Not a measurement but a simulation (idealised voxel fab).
Process module heading - voxel double patterning
Section cut is 180 nm wide and gridded with 5 nm square cells.
Cross-section, as written here: a square-cell grid given band by band from the top down, where a band holds one or more rows of cells. Heights first: top, then bottom, in nm. Then materials, left to right, each with a width in nm. "throughout" on a single material: fills the band edge to edge. "blank": empty space. Where do heights start? At 0: under that level the wafer as delivered is made of one material only. And the lowest band has no floor; it just carries on downward, as in "0 nm and below". The notation "30..40" denotes a width that varies across the rows of cells in the band, beginning at the first number in the top row, finishing at the second number in the bottom row, and changing by an identical amount from each row to the next. "left unchanged" for a step: no cell of the cross-section changed in that step. Closed empty spaces (no open way to the top) of 8 cells or more are what "Closed voids list" lists, each as width x height at distance from the left edge, nm for all three. Post-settings text on a step line: simulator's own remark regarding the step. "overlay nm" on a masked step: distance the mask lay right of its planned place, negative for left.

**Planned process steps**
1. RECEIVE,material Si
2. CONFORMAL_DEP,material SiO2,thk nm 10
3. DIRECTIONAL_DEP,material polySi,thk nm 10
4. DIRECTIONAL_DEP,material SiN,thk nm 10
5. MASKED_ETCH,tone open,mask id FIRST,width nm 15,pitch nm 50,etch materials SiN,depth nm 10,overlay nm 0
6. DIRECTIONAL_DEP,material aC,thk nm 15
7. PATTERN,tone open,mask id SECOND,material resist,width nm 15,thk nm 35,overlay nm 0
8. DIRECTIONAL_ETCH,etch materials aC,depth nm 15
9. STRIP,etch materials resist
10. DIRECTIONAL_ETCH,etch materials SiN,depth nm 10
11. STRIP,etch materials aC
12. DIRECTIONAL_ETCH,etch materials polySi,depth nm 10
13. STRIP,etch materials SiN

**Wafer cross-section on receipt, i.e. after step 1**
* 0 nm and below = Si throughout
* Closed voids list: none

**Cross-section taken at module completion on the first of two wafers; processed per the plan**
* 20 nm to 10 nm = polySi 55, blank 15, polySi 10, blank 15, polySi 10, blank 15, polySi 60
* 10 nm to 0 nm = SiO2 throughout
* 0 nm and below = Si throughout
* Closed voids list: none

**Cross-section of the latter of the two wafers at module completion. It had an identical start and an identical plan to the former; in running it, one mistake was made**
* 25 nm to 20 nm = blank 55, polySi 15, blank 35, polySi 15, blank 60
* 20 nm to 10 nm = polySi throughout
* 10 nm to 0 nm = SiO2 throughout
* 0 nm and below = Si throughout
* Closed voids list: none
Run error: step 6 deviated from plan and actually ran as DIRECTIONAL_DEP,material polySi,thk nm 15
Final tally in cells, some materials are higher or lower on the second wafer than on the first: 24 more of polySi
